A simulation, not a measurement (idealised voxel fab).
A process module follows: voxel capacitor over wiring.
This is section cut - it's 155 nm across, gridded in 5 nm square cells.
Bands, listed from the top down, are how a cross-section gets written in this document; the cross-section itself is a grid of square cells, and a band is one or more rows of them.
It is stipulated that each band's entry specify, in nanometres, the height of the top of the band and then that of its bottom, followed by the materials of the band in left-to-right sequence, each together with its width in nanometres. A single material marked by the word "edge to edge" is understood to fill the band from edge to edge; the word "blank" is understood to denote empty space.
The reference from which all heights are counted is 0, the level beneath which the as-received wafer is entirely one material; the lowest band, having no lower bound, proceeds downward and is written after the example "0 nm and below".
The notation "30 to 40" denotes a width that varies across the rows of cells in the band, beginning at the first number in the top row, finishing at the second number in the bottom row, and changing by an identical amount from each row to the next.
"no alteration" -> step changed no cross-section cell.
Closed empty spaces (no open way to the top) of 8 cells or more are what "Unvented internal voids" lists, each as width x height at distance from the left edge, nm for all three.
The remark found on a step's line after its settings is issued by the simulator itself and pertains to that step.
"overlay nm" answers the question of how far to the right of plan the mask lay on a step that has a mask, and when it is negative the answer is to the left.

-- Process steps foreseen in the plan
1,RECEIVE | material Si
2,CONFORMAL_DEP | material SiO2 | thk nm 10
3,DIRECTIONAL_DEP | material TiN | thk nm 5
4,DIRECTIONAL_DEP | material Ru | thk nm 20
5,DIRECTIONAL_DEP | material aC | thk nm 10
6,PATTERN | tone cover | mask id METAL_1 | material resist | width nm 25 | pitch nm 95 | thk nm 30 | overlay nm 0
7,DIRECTIONAL_ETCH | etch materials aC | depth nm 10
8,STRIP | etch materials resist
9,DIRECTIONAL_ETCH | etch materials Ru | depth nm 20
10,DIRECTIONAL_ETCH | etch materials TiN | depth nm 5
11,STRIP | etch materials aC
12,CONFORMAL_DEP | material SiN | thk nm 5
13,FILL_DEP | material lowk | thk nm 5
14,CMP | height nm 35
15,CONFORMAL_DEP | material SiCN | thk nm 5
16,DIRECTIONAL_DEP | material lowk | thk nm 15
17,PATTERN | tone open | mask id PLUG_1 | material resist | width nm 15 | thk nm 15 | overlay nm 0
18,DIRECTIONAL_ETCH | etch materials lowk | depth nm 15
19,DIRECTIONAL_ETCH | etch materials SiCN | depth nm 5
20,STRIP | etch materials resist
21,EPI | material Ru | thk nm 10
22,EPI | material Ru | thk nm 10
23,DIRECTIONAL_DEP | material TiN | thk nm 5
24,DIRECTIONAL_DEP | material Al2O3 | thk nm 5
25,DIRECTIONAL_DEP | material TiN | thk nm 10
26,PATTERN | tone cover | mask id UPPER_PLATE | material resist | width nm 75 | thk nm 20 | overlay nm 0
27,DIRECTIONAL_ETCH | etch materials TiN | depth nm 10
28,DIRECTIONAL_ETCH | etch materials Al2O3 | depth nm 5
29,STRIP | etch materials resist
30,PATTERN | tone cover | mask id LOWER_PLATE | material resist | width nm 85 | thk nm 20 | overlay nm 0
31,DIRECTIONAL_ETCH | etch materials TiN | depth nm 5
32,STRIP | etch materials resist
33,FILL_DEP | material SiO2 | thk nm 15
34,CMP | height nm 85
35,DIRECTIONAL_DEP | material aC | thk nm 10
36,PATTERN | tone open | mask id PLUG_2 | material resist | width nm 15 | thk nm 25 | overlay nm 0
37,DIRECTIONAL_ETCH | etch materials aC | depth nm 10
38,STRIP | etch materials resist
39,DIRECTIONAL_ETCH | etch materials SiO2 | depth nm 10
40,STRIP | etch materials aC
41,CONFORMAL_DEP | material TiN | thk nm 5
42,FILL_DEP | material Ru | thk nm 10
43,CMP | height nm 85
44,CONFORMAL_DEP | material SiCN | thk nm 5

-- As-received wafer cross-section (after step 1)
  0 nm and below = Si edge to edge
  Unvented internal voids: none

-- One mistake in running the module, otherwise start and plan as above: cross-section at the end
  90 nm to 85 nm = SiCN edge to edge
  85 nm to 80 nm = 35 SiO2; 5 TiN; 5 Ru; 5 TiN; 105 SiO2
  80 nm to 70 nm = 35 to 40 SiO2; 15 to 60 TiN; 105 to 55 SiO2
  70 nm to 65 nm = 25 SiO2; 75 TiN; 55 SiO2
  65 nm to 60 nm = 25 SiO2; 15 TiN; 60 Al2O3; 55 SiO2
  60 nm to 55 nm = 20 SiO2; 5 TiN; 15 Al2O3; 65 TiN; 50 SiO2
  55 nm to 50 nm = 25 SiCN; 15 TiN; 115 SiCN
  50 nm to 35 nm = lowk edge to edge
  35 nm to 15 nm = 10 lowk; 5 SiN; 25 Ru; 5 SiN; 60 lowk; 5 SiN; 25 Ru; 5 SiN; 15 lowk
  15 nm to 10 nm = 15 SiN; 25 TiN; 70 SiN; 25 TiN; 20 SiN
  10 nm to 0 nm = SiO2 edge to edge
  0 nm and below = Si edge to edge
  Unvented internal voids: none
Deviation from plan: swap of plan steps 15 and 16 during execution
